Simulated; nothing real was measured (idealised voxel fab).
process module | voxel lift off
cross-section cut | 195 nm wide | cells 5 nm
A cross-section is a grid of square cells, given in bands from the top down. A band is one or more rows of cells.
Each band's line starts with the height of the band's top and of its bottom, in nm. Then come its materials from left to right, each with its width in nm. One material with "throughout" fills the band from edge to edge. "air" is empty space.
Height 0 is the level under which the wafer as received is all one material. The lowest band goes on downwards, as in "0 down".
A width such as "30 to 40" changes by the same amount from each row of cells to the next, from the band's top row to its bottom row.
"no change" after a step means that no cell of the cross-section changed.
closed voids: empty space of 8 cells or more with no open way to the top, each as width x height at its distance from the left edge, in nm
after a step's settings: what the simulator itself notes on the step
overlay nm, on a step with a mask: how far to the right of its planned place the mask lay; to the left if negative
plan
1 op RECEIVE | material Si
2 op CONFORMAL_DEP | material SiN | thk nm 10
3 op PATTERN | tone open | mask id LINES | material resist | width nm 15 | pitch nm 45 | thk nm 20 | overlay nm 0
4 op DIRECTIONAL_DEP | material Ru | thk nm 5
5 op STRIP | etch materials resist
6 op CONFORMAL_DEP | material SiCN | thk nm 5
varied across the wafers: width nm of step 3. The plan shows the first wafer's value. All wafers start alike
first wafer as received, after step 1
  0 down: Si throughout
  closed voids: none
each wafer at the end: cells of each material gained (+) or lost (-) since it was received, then its closed voids
width nm 15 | +12 Ru | +47 SiCN | +78 SiN | closed voids: none
width nm 20 | +16 Ru | +47 SiCN | +78 SiN | closed voids: none
width nm 25 | +20 Ru | +47 SiCN | +78 SiN | closed voids: none
width nm 30 | +24 Ru | +47 SiCN | +78 SiN | closed voids: none
